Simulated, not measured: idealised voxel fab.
process module | voxel self aligned contacts
cross-section cut | 235 nm wide | cells 5 nm
A cross-section is a grid of square cells, given in bands from the top down. A band is one or more rows of cells.
Each band's line starts with the height of the band's top and of its bottom, in nm. Then come its materials from left to right, each with its width in nm. One material with "throughout" fills the band from edge to edge. "air" is empty space.
Height 0 is the level under which the wafer as received is all one material. The lowest band goes on downwards, as in "0 down".
A width such as "30 to 40" changes by the same amount from each row of cells to the next, from the band's top row to its bottom row.
"no change" after a step means that no cell of the cross-section changed.
closed voids: empty space of 8 cells or more with no open way to the top, each as width x height at its distance from the left edge, in nm
after a step's settings: what the simulator itself notes on the step
overlay nm, on a step with a mask: how far to the right of its planned place the mask lay; to the left if negative
plan
1 op RECEIVE | material Si
2 op OXIDIZE | depth nm 5
3 op DIRECTIONAL_DEP | material polySi | thk nm 25
4 op DIRECTIONAL_DEP | material SiN | thk nm 15
5 op MASKED_ETCH | tone cover | mask id GATE | width nm 25 | pitch nm 50 | etch materials SiN | depth nm 15 | overlay nm 0
6 op MASKED_ETCH | tone cover | mask id GATE | width nm 25 | pitch nm 50 | etch materials polySi | depth nm 25 | overlay nm 0
7 op CONFORMAL_DEP | material SiN | thk nm 5
8 op DIRECTIONAL_ETCH | etch materials SiN | depth nm 5
9 op FILL_DEP | material SiO2 | thk nm 20
10 op CMP | height nm 50
11 op PATTERN | tone open | mask id CONTACT | material resist | width nm 35 | thk nm 15 | overlay nm 0
12 op DIRECTIONAL_ETCH | etch materials SiO2 | depth nm 55
13 op STRIP | etch materials resist
14 op CONFORMAL_DEP | material TiN | thk nm 5
15 op FILL_DEP | material W | thk nm 5
16 op CMP | height nm 50
17 op CONFORMAL_DEP | material SiCN | thk nm 5
as received, after step 1
  0 down: Si throughout
  closed voids: none
first wafer at the end, as planned
  55 to 50: SiCN throughout
  50 to 40: SiO2 100 | TiN 5 to 15 | W 25 to 5 | TiN 5 to 15 | SiO2 100
  40 to 25: SiO2 75 | SiN 35 | TiN 5 | W 5 | TiN 5 | SiN 35 | SiO2 75
  25 to 0: SiO2 75 | SiN 5 | polySi 25 | SiN 5 | TiN 5 | W 5 | TiN 5 | SiN 5 | polySi 25 | SiN 5 | SiO2 75
  0 to -5: SiO2 110 | TiN 15 | SiO2 110
  -5 down: Si throughout
  closed voids: none
second wafer at the end: like start, like plan, one mistake
  55 to 50: SiCN throughout
  50 to 40: SiO2 100 | TiN 5 to 15 | W 25 to 5 | TiN 5 to 15 | SiO2 100
  40 to 25: SiO2 75 | SiN 35 | TiN 5 | W 5 | TiN 5 | SiN 35 | SiO2 75
  25 to 20: SiO2 110 | TiN 15 | SiO2 110
  20 to 0: polySi throughout
  0 down: Si throughout
  closed voids: none
what went wrong: steps 2 and 3 were swapped
at the end the second wafer has, in cells: 47 more of Si | 20 fewer of SiN | 150 fewer of SiO2 | 10 fewer of TiN | 5 fewer of W | 138 more of polySi
